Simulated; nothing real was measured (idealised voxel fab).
Proc. module: voxel transistor to metal
Square cell edge 5 nm, section width 145 nm, ID cut.
Format of a cross-section: grid, square cells. Given as bands. Order: top down. Band: one or more rows of cells.
First you get the band's top height and its bottom height, in nm, and then the materials it's made of, left to right, with each width in nm. If you see a single material with "throughout", that one covers the band edge to edge. "empty" is empty space.
Height datum 0, below which the as-received substrate wafer is one material. Lowest band open at the bottom, running downward: "0 -> down".
Width: "30->40" (first number = top row, second number = bottom row, same change from row to row of cells).
The cross-section has no changed cell in any step marked "nothing was modified".
Voids not open to the top, 8 cells minimum: see "Cavities, sealed". Written width x height at distance; distance is from the left edge; nm.
It should be noted that, on the line of a given step, the content following the step's settings is a remark produced by the simulator itself with respect to that step.
"overlay nm", when on a step's line for a step with a mask, measures how far to the right of its planned place the mask lay; a negative measure means to the left.

Process steps foreseen in the plan:
1. RECEIVE (material Si)
2. OXIDIZE (depth nm 5)
3. CONFORMAL_DEP (material SiN; thk nm 10)
4. DIRECTIONAL_DEP (material aC; thk nm 10)
5. PATTERN (tone cover; mask id ACTIVE; material resist; width nm 115; thk nm 25; overlay nm 0)
6. DIRECTIONAL_ETCH (etch materials aC; depth nm 10)
7. STRIP (etch materials resist)
8. DIRECTIONAL_ETCH (etch materials SiN; depth nm 10)
9. DIRECTIONAL_ETCH (etch materials SiO2; depth nm 5)
10. DIRECTIONAL_ETCH (etch materials Si; depth nm 20)
11. STRIP (etch materials aC)
12. FILL_DEP (material SiO2; thk nm 5)
13. CMP (height nm 10)
14. SELECTIVE_ETCH (etch materials SiO2; depth nm 5)
15. STRIP (etch materials SiN)
16. SELECTIVE_ETCH (etch materials SiO2; depth nm 5)
17. OXIDIZE (depth nm 5)
18. DIRECTIONAL_DEP (material polySi; thk nm 30)
19. DIRECTIONAL_DEP (material SiCN; thk nm 15)
20. PATTERN (tone cover; mask id GATE; material resist; width nm 25; thk nm 20; overlay nm 0)
21. DIRECTIONAL_ETCH (etch materials SiCN; depth nm 25)
22. DIRECTIONAL_ETCH (etch materials polySi; depth nm 40)
23. STRIP (etch materials resist)
24. CONFORMAL_DEP (material SiN; thk nm 5)
25. DIRECTIONAL_ETCH (etch materials SiN; depth nm 5)
26. DIRECTIONAL_ETCH (etch materials SiO2; depth nm 5)
27. DIRECTIONAL_ETCH (etch materials Si; depth nm 10)
28. EPI (material pSi; thk nm 10)
29. FILL_DEP (material SiO2; thk nm 5)
30. CMP (height nm 25)
31. STRIP (etch materials polySi)
32. SELECTIVE_ETCH (etch materials SiO2; depth nm 5)
33. CONFORMAL_DEP (material HfO2; thk nm 5)
34. CONFORMAL_DEP (material TiN; thk nm 5)
35. FILL_DEP (material W; thk nm 10)
36. CMP (height nm 20)
37. DIRECTIONAL_DEP (material SiO2; thk nm 15)
38. DIRECTIONAL_DEP (material aC; thk nm 15)
39. PATTERN (tone open; mask id CONTACT; material resist; width nm 20; pitch nm 75; thk nm 35; overlay nm 0)
40. DIRECTIONAL_ETCH (etch materials aC; depth nm 15)
41. STRIP (etch materials resist)
42. DIRECTIONAL_ETCH (etch materials SiO2; depth nm 45)
43. STRIP (etch materials aC)
44. CONFORMAL_DEP (material TiN; thk nm 5)
45. FILL_DEP (material W; thk nm 10)
46. CMP (height nm 35)
47. CONFORMAL_DEP (material SiCN; thk nm 5)
48. DIRECTIONAL_DEP (material lowk; thk nm 15)
49. MASKED_ETCH (tone open; mask id METAL_1; width nm 20; pitch nm 75; etch materials lowk; depth nm 15; overlay nm 0)
50. MASKED_ETCH (tone open; mask id METAL_1; width nm 20; pitch nm 75; etch materials SiCN; depth nm 5; overlay nm 0)
51. CONFORMAL_DEP (material TiN; thk nm 5)
52. FILL_DEP (material Ru; thk nm 10)
53. CMP (height nm 55)
54. EPI (material Ru; thk nm 5)
55. FILL_DEP (material SiCN; thk nm 5)

Here's what the wafer looked like in cross-section when it arrived - that's after step 1:
0 -> down | Si throughout
Cavities, sealed: none

Starting structure and process plan are as shown above, but one mistake was made in running the module; the wafer cross-section at the end of the module follows:
65 -> 60 | SiCN throughout
60 -> 55 | 20 nm SiCN | 30 nm Ru | 45 nm SiCN | 30 nm Ru | 20 nm SiCN
55 -> 40 | 25 nm lowk | 5 nm TiN | 10 nm Ru | 5 nm TiN | 55 nm lowk | 5 nm TiN | 10 nm Ru | 5 nm TiN | 25 nm lowk
40 -> 35 | 25 nm SiCN | 20 nm TiN | 55 nm SiCN | 20 nm TiN | 25 nm SiCN
35 -> 20 | 25 nm SiO2 | 5 nm TiN | 10 nm W | 5 nm TiN | 55 nm SiO2 | 5 nm TiN | 10 nm W | 5 nm TiN | 25 nm SiO2
20 -> 0 | 25 nm SiO2 | 5 nm TiN | 10 nm W | 5 nm TiN | 10 nm SiO2 | 5 nm SiN | 5 nm HfO2 | 5 nm polySi | 5 nm W | 5 nm polySi | 5 nm HfO2 | 5 nm SiN | 10 nm SiO2 | 5 nm TiN | 10 nm W | 5 nm TiN | 25 nm SiO2
0 -> -5 | 10 nm SiO2 | 5 nm SiN | 10 nm SiO2 | 5 nm TiN | 10 nm W | 5 nm TiN | 10 nm pSi | 5 nm SiN | 5 nm HfO2 | 15 nm polySi | 5 nm HfO2 | 5 nm SiN | 10 nm pSi | 5 nm TiN | 10 nm W | 5 nm TiN | 10 nm SiO2 | 5 nm SiN | 10 nm SiO2
-5 -> -10 | 25 nm SiO2 | 20 nm TiN | 10 nm pSi | 35 nm HfO2 | 10 nm pSi | 20 nm TiN | 25 nm SiO2
-10 -> -20 | 15 nm SiO2 | 40 nm pSi | 35 nm Si | 40 nm pSi | 15 nm SiO2
-20 -> -25 | 15 nm SiO2 | 115 nm Si | 15 nm SiO2
-25 -> down | Si throughout
Cavities, sealed: none
What went wrong in running the wafer? step 34 off recipe, ran as CONFORMAL_DEP (material polySi; thk nm 5)
